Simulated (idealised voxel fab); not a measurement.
Title: Process Module voxel ribs on slabs
In the cross-section labelled cut, the width is 285 nm and each square cell is 5 nm.
This document writes a cross-section as a grid whose cells are square, and gives it as bands, listed from the top down; one or more rows of cells form a band. A band entry consists of two parts. The first gives the height of the band's top and the height of its bottom, in nm. The rest lists the band's materials from left to right, each with its width in nm. A single material labelled with the word "throughout" fills the band from edge to edge, and the word "air" marks empty space. For the purposes of this specification, 0 denotes the height below which the wafer in its as-received condition is composed wholly of one material, and the lowermost band, lacking a lower limit, extends downward without end, as expressed in "0 down". Per-row width for "30->40": begins at first number (top row of band), ends at second number (bottom row), increment between rows held constant. "no change", as given for a step, is the statement that not any cell of the cross-section underwent a change during that step. Entry "Closed void listing". Content: empty spaces with no open connection to the top, size 8 cells or greater. Each: width x height at distance. Distance: from left edge. Unit: nm. On each step's line, the part that comes after the settings is the simulator's own comment on the step. A step's line can hold "overlay nm"; with a mask on that step, the setting says how far right of the planned place the mask lay, while a negative setting says it lay to the left.

-- List of planned process steps
1. RECEIVE | material Si
2. DIRECTIONAL_DEP | material SiO2 | thk nm 30
3. DIRECTIONAL_DEP | material polySi | thk nm 20
4. PATTERN | tone cover | mask id RIB | material resist | width nm 25 | thk nm 20 | overlay nm 0
5. DIRECTIONAL_ETCH | etch materials polySi | depth nm 5
6. STRIP | etch materials resist
7. DIRECTIONAL_DEP | material aC | thk nm 10
8. PATTERN | tone cover | mask id SLAB | material resist | width nm 75 | thk nm 30 | overlay nm 0
9. DIRECTIONAL_ETCH | etch materials aC | depth nm 10
10. STRIP | etch materials resist
11. DIRECTIONAL_ETCH | etch materials polySi | depth nm 15
12. STRIP | etch materials aC
13. FILL_DEP | material SiO2 | thk nm 25
14. CMP | height nm 65
15. DIRECTIONAL_DEP | material W | thk nm 10
16. MASKED_ETCH | tone cover | mask id HEATER | width nm 35 | etch materials W | depth nm 10 | overlay nm 0
17. CONFORMAL_DEP | material SiO2 | thk nm 5

-- Wafer cross-section on receipt, i.e. after step 1
0 down = Si throughout
Closed void listing: none

-- Sectioned view, first of two wafers, at the close of the module, processed as intended in the plan
80 to 75 = air: 120  SiO2: 45  air: 120
75 to 70 = air: 120  SiO2: 5  W: 35  SiO2: 5  air: 120
70 to 65 = SiO2: 125  W: 35  SiO2: 125
65 to 50 = SiO2 throughout
50 to 45 = SiO2: 130  polySi: 25  SiO2: 130
45 to 30 = SiO2: 105  polySi: 75  SiO2: 105
30 to 0 = SiO2 throughout
0 down = Si throughout
Closed void listing: none

-- Cross-section, second wafer: same start as the first, same plan as the first, one mistake in running it; taken at the end of the module
80 to 75 = air: 120  SiO2: 45  air: 120
75 to 70 = air: 120  SiO2: 5  W: 35  SiO2: 5  air: 120
70 to 65 = SiO2: 125  W: 35  SiO2: 125
65 to 50 = SiO2 throughout
50 to 45 = SiO2: 105  polySi: 25  SiO2: 25  polySi: 25  SiO2: 105
45 to 35 = SiO2: 105  polySi: 75  SiO2: 105
35 to 30 = polySi throughout
30 to 0 = SiO2 throughout
0 down = Si throughout
Closed void listing: none
Diagnosis: step 4 ran with different settings than intended, the actual operation and settings being PATTERN | tone open | mask id RIB | material resist | width nm 25 | thk nm 20 | overlay nm 0
In the final state, the cell counts of the second wafer exceed or fall short of those of the first for the following materials: -47 SiO2; +47 polySi
